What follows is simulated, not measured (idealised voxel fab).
The following process module bears the name voxel self aligned vias.
Displayed cross-section: cut, width of 280 nm, square cells sized 5 nm.
Cross-section, as written here: a square-cell grid given band by band from the top down, where a band holds one or more rows of cells.
Heights first: top, then bottom, in nm. Then materials, left to right, each with a width in nm. "throughout" on a single material: fills the band edge to edge. "empty": empty space.
A quick word on heights: they are counted from 0, and under that level the wafer as it came to us is one material throughout. The lowest band is different from the rest in having no bottom; it simply continues downward, written as in "0 down".
When a width is written as two numbers, as in "30 to 40", the first number is the width in the top row of cells of the band and the second is the width in its bottom row, and the width changes by the same amount from each row to the next.
Basically "nothing different" means that step didn't change any cell in the cross-section.
Heads up: "Closed void entries" only lists the empty pockets with no open path to the top that are 8 cells or more, and it writes them as width x height at distance, distance from the left edge, in nm.
On a step's line, text after the settings is the simulator commenting on that step.
overlay nm: mask offset rightward from planned place, masked step; negative means leftward offset.
## This section lists the process steps that were planned
1,RECEIVE,material Si
2,CONFORMAL_DEP,material SiO2,thk nm 15
3,CONFORMAL_DEP,material SiCN,thk nm 5
4,DIRECTIONAL_DEP,material lowk,thk nm 30
5,MASKED_ETCH,tone open,mask id LINES,width nm 25,pitch nm 65,etch materials lowk,depth nm 30,overlay nm 0
6,CONFORMAL_DEP,material TiN,thk nm 5
7,FILL_DEP,material Ru,thk nm 5
8,CMP,height nm 50
9,SELECTIVE_ETCH,etch materials W Ru TiN,depth nm 10
10,FILL_DEP,material SiN,thk nm 5
11,CMP,height nm 50
12,DIRECTIONAL_DEP,material lowk,thk nm 20
13,PATTERN,tone open,mask id VIAS,material resist,width nm 45,pitch nm 130,thk nm 15,overlay nm 0
14,DIRECTIONAL_ETCH,etch materials lowk,depth nm 20
15,DIRECTIONAL_ETCH,etch materials SiN,depth nm 10
16,STRIP,etch materials resist
17,CONFORMAL_DEP,material TiN,thk nm 5
18,FILL_DEP,material Ru,thk nm 5
19,CMP,height nm 70
20,CONFORMAL_DEP,material SiN,thk nm 5
## Wafer as received: cross-section following step 1
	0 down = Si throughout
	Closed void entries: none
## Post-module cross-section: identical start and plan to those above, one misstep in execution
	75 to 70 = SiN throughout
	70 to 55 = 50 of lowk, 5 of TiN, 35 of Ru, 5 of TiN, 85 of lowk, 5 of TiN, 35 of Ru, 5 of TiN, 55 of lowk
	55 to 50 = 50 of lowk, 10 of TiN, 25 of Ru, 10 of TiN, 85 of lowk, 10 of TiN, 25 of Ru, 10 of TiN, 55 of lowk
	50 to 45 = 55 of lowk, 5 of TiN, 25 of Ru, 5 of TiN, 30 of lowk, 35 of SiN, 30 of lowk, 5 of TiN, 25 of Ru, 5 of TiN, 60 of lowk
	45 to 40 = 55 of lowk, 35 of TiN, 30 of lowk, 35 of SiN, 30 of lowk, 35 of TiN, 60 of lowk
	40 to 25 = 55 of lowk, 5 of TiN, 25 of Ru, 5 of TiN, 30 of lowk, 5 of TiN, 25 of Ru, 5 of TiN, 30 of lowk, 5 of TiN, 25 of Ru, 5 of TiN, 60 of lowk
	25 to 20 = 55 of lowk, 35 of TiN, 30 of lowk, 35 of TiN, 30 of lowk, 35 of TiN, 60 of lowk
	20 to 15 = SiCN throughout
	15 to 0 = SiO2 throughout
	0 down = Si throughout
	Closed void entries: none
Want to know what went wrong? note that step 5 departed from the planned setting and was carried out as MASKED_ETCH,tone open,mask id LINES,width nm 35,pitch nm 65,etch materials lowk,depth nm 30,overlay nm 0
